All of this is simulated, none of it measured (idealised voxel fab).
process module | voxel self aligned vias
cross-section cut | 270 nm wide | cells 5 nm
A cross-section is a grid of square cells, given in bands from the top down. A band is one or more rows of cells.
Each band's line starts with the height of the band's top and of its bottom, in nm. Then come its materials from left to right, each with its width in nm. One material with "throughout" fills the band from edge to edge. "air" is empty space.
Height 0 is the level under which the wafer as received is all one material. The lowest band goes on downwards, as in "0 down".
A width such as "30 to 40" changes by the same amount from each row of cells to the next, from the band's top row to its bottom row.
"no change" after a step means that no cell of the cross-section changed.
closed voids: empty space of 8 cells or more with no open way to the top, each as width x height at its distance from the left edge, in nm
after a step's settings: what the simulator itself notes on the step
overlay nm, on a step with a mask: how far to the right of its planned place the mask lay; to the left if negative
plan
1 op RECEIVE | material Si
2 op CONFORMAL_DEP | material SiO2 | thk nm 15
3 op CONFORMAL_DEP | material SiCN | thk nm 5
4 op DIRECTIONAL_DEP | material SiO2 | thk nm 20
5 op DIRECTIONAL_DEP | material aC | thk nm 10
6 op PATTERN | tone open | mask id LINES | material resist | width nm 30 | pitch nm 70 | thk nm 25 | overlay nm 0
7 op DIRECTIONAL_ETCH | etch materials aC | depth nm 10
8 op STRIP | etch materials resist
9 op DIRECTIONAL_ETCH | etch materials SiO2 | depth nm 20
10 op STRIP | etch materials aC
11 op CONFORMAL_DEP | material TiN | thk nm 5
12 op FILL_DEP | material Ru | thk nm 5
13 op CMP | height nm 40
14 op SELECTIVE_ETCH | etch materials W Ru TiN | depth nm 10
15 op FILL_DEP | material SiN | thk nm 10
16 op CMP | height nm 40
17 op DIRECTIONAL_DEP | material SiO2 | thk nm 20
18 op PATTERN | tone open | mask id VIAS | material resist | width nm 50 | thk nm 15 | overlay nm -15
19 op DIRECTIONAL_ETCH | etch materials SiO2 | depth nm 20
20 op DIRECTIONAL_ETCH | etch materials SiN | depth nm 10
21 op STRIP | etch materials resist
22 op CONFORMAL_DEP | material TiN | thk nm 5
23 op FILL_DEP | material W | thk nm 10
24 op CMP | height nm 60
25 op CONFORMAL_DEP | material SiCN | thk nm 5
varied across the wafers: overlay nm of step 18. The plan shows the first wafer's value. All wafers start alike
first wafer as received, after step 1
  0 down: Si throughout
  closed voids: none
each wafer at the end: cells of each material gained (+) or lost (-) since it was received, then its closed voids
overlay nm -15 | +8 Ru | +108 SiCN | +14 SiN | +506 SiO2 | +36 TiN | +30 W | closed voids: none
overlay nm -10 | +8 Ru | +108 SiCN | +12 SiN | +506 SiO2 | +36 TiN | +32 W | closed voids: none
overlay nm -5 | +8 Ru | +108 SiCN | +12 SiN | +506 SiO2 | +36 TiN | +32 W | closed voids: none
overlay nm 0 | +8 Ru | +108 SiCN | +12 SiN | +506 SiO2 | +36 TiN | +32 W | closed voids: none
overlay nm 5 | +8 Ru | +108 SiCN | +12 SiN | +506 SiO2 | +36 TiN | +32 W | closed voids: none
overlay nm 10 | +8 Ru | +108 SiCN | +12 SiN | +506 SiO2 | +36 TiN | +32 W | closed voids: none
overlay nm 15 | +8 Ru | +108 SiCN | +14 SiN | +506 SiO2 | +36 TiN | +30 W | closed voids: none
